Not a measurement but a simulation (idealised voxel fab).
The process module presented herein is designated voxel ribs on slabs.
Xsec cut, 190 nm wide, square cell size 5 nm.
Cross-sections here: square-cell grids, written as top-down lists of bands, a band being one or more rows of cells. Read a band's entry like this: the first values are the height of its top and the height of its bottom in nm, and what follows is the sequence of materials from left to right, each with its width in nm. Note that "empty" is empty space, and that a single material marked "everywhere" reaches across the band from edge to edge. Height 0 is the level under which the wafer as received is all one material. The lowest band goes on downwards, as in "0..down". It should be noted that a width expressed as "30 to 40" varies in equal increments from row to row of cells within the band, taking the value of the first number at the top row and that of the second number at the bottom row. For the purposes of this document, the phrase "same as before" attached to a step denotes that no cell within the cross-section was modified by that step. In "Trapped voids" the enclosed voids are listed, meaning empty spaces of 8 cells or larger without any opening to the top. The form is width x height at distance, distance from the left edge, units nm. If you see something after the settings on a step's line, that's the simulator's own remark about that step. overlay nm, on a step with a mask: how far to the right of its planned place the mask lay; to the left if negative.
These are the steps we planned for the process
step 1: RECEIVE | material Si
step 2: DIRECTIONAL_DEP | material SiO2 | thk nm 20
step 3: DIRECTIONAL_DEP | material polySi | thk nm 25
step 4: DIRECTIONAL_DEP | material aC | thk nm 10
step 5: PATTERN | tone cover | mask id RIB | material resist | width nm 25 | thk nm 25 | overlay nm -15
step 6: DIRECTIONAL_ETCH | etch materials aC | depth nm 10
step 7: STRIP | etch materials resist
step 8: DIRECTIONAL_ETCH | etch materials polySi | depth nm 10
step 9: STRIP | etch materials aC
step 10: PATTERN | tone cover | mask id SLAB | material resist | width nm 75 | thk nm 20 | overlay nm 0
step 11: DIRECTIONAL_ETCH | etch materials polySi | depth nm 15
step 12: STRIP | etch materials resist
step 13: FILL_DEP | material SiO2 | thk nm 25
step 14: CMP | height nm 65
step 15: DIRECTIONAL_DEP | material W | thk nm 5
step 16: MASKED_ETCH | tone cover | mask id HEATER | width nm 35 | etch materials W | depth nm 5 | overlay nm 0
step 17: CONFORMAL_DEP | material SiN | thk nm 5
Every wafer here starts from the same state; it is the step 5 overlay nm that distinguishes them, and the value the plan gives belongs to the first wafer.
Cross-section of the first of several wafers on receipt, reflecting completion of step 1
- 0..down  Si everywhere
- Trapped voids: none
Where each wafer stands at the end of the module, a row apiece: cells of each material gained (+) or lost (-) since it was received, then closed voids
overlay nm -15 | +40 SiN | +439 SiO2 | +7 W | +55 polySi | Trapped voids: none
overlay nm -10 | +40 SiN | +439 SiO2 | +7 W | +55 polySi | Trapped voids: none
overlay nm -5 | +40 SiN | +439 SiO2 | +7 W | +55 polySi | Trapped voids: none
overlay nm 0 | +40 SiN | +439 SiO2 | +7 W | +55 polySi | Trapped voids: none
overlay nm 5 | +40 SiN | +439 SiO2 | +7 W | +55 polySi | Trapped voids: none
overlay nm 10 | +40 SiN | +439 SiO2 | +7 W | +55 polySi | Trapped voids: none
overlay nm 15 | +40 SiN | +439 SiO2 | +7 W | +55 polySi | Trapped voids: none
